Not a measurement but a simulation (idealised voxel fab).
process module | voxel released beams
cross-section cut | 205 nm wide | cells 5 nm
A cross-section is a grid of square cells, given in bands from the top down. A band is one or more rows of cells.
Each band's line starts with the height of the band's top and of its bottom, in nm. Then come its materials from left to right, each with its width in nm. One material with "throughout" fills the band from edge to edge. "air" is empty space.
Height 0 is the level under which the wafer as received is all one material. The lowest band goes on downwards, as in "0 down".
A width such as "30 to 40" changes by the same amount from each row of cells to the next, from the band's top row to its bottom row.
"no change" after a step means that no cell of the cross-section changed.
closed voids: empty space of 8 cells or more with no open way to the top, each as width x height at its distance from the left edge, in nm
after a step's settings: what the simulator itself notes on the step
overlay nm, on a step with a mask: how far to the right of its planned place the mask lay; to the left if negative
plan
1 op RECEIVE | material Si
2 op CONFORMAL_DEP | material SiN | thk nm 10
3 op DIRECTIONAL_DEP | material SiO2 | thk nm 15
4 op DIRECTIONAL_DEP | material aC | thk nm 10
5 op PATTERN | tone open | mask id ANCHOR | material resist | width nm 35 | thk nm 25 | overlay nm 0
6 op DIRECTIONAL_ETCH | etch materials aC | depth nm 10
7 op STRIP | etch materials resist
8 op DIRECTIONAL_ETCH | etch materials SiO2 | depth nm 15
9 op STRIP | etch materials aC
10 op CONFORMAL_DEP | material TiN | thk nm 15
11 op MASKED_ETCH | tone cover | mask id BEAM | width nm 80 | etch materials TiN | depth nm 15 | overlay nm 0
12 op STRIP | etch materials SiO2
as received, after step 1
  0 down: Si throughout
  closed voids: none
a wafer at the end: this start, this plan, one mistake
  40 to 25: air 60 | TiN 55 | air 90
  25 to 10: air 50 | TiN 15 | SiO2 35 | TiN 40 | air 65
  10 to 0: SiN throughout
  0 down: Si throughout
  closed voids: none
what went wrong: step 5 ran as: op PATTERN | tone cover | mask id ANCHOR | material resist | width nm 35 | thk nm 25 | overlay nm 0
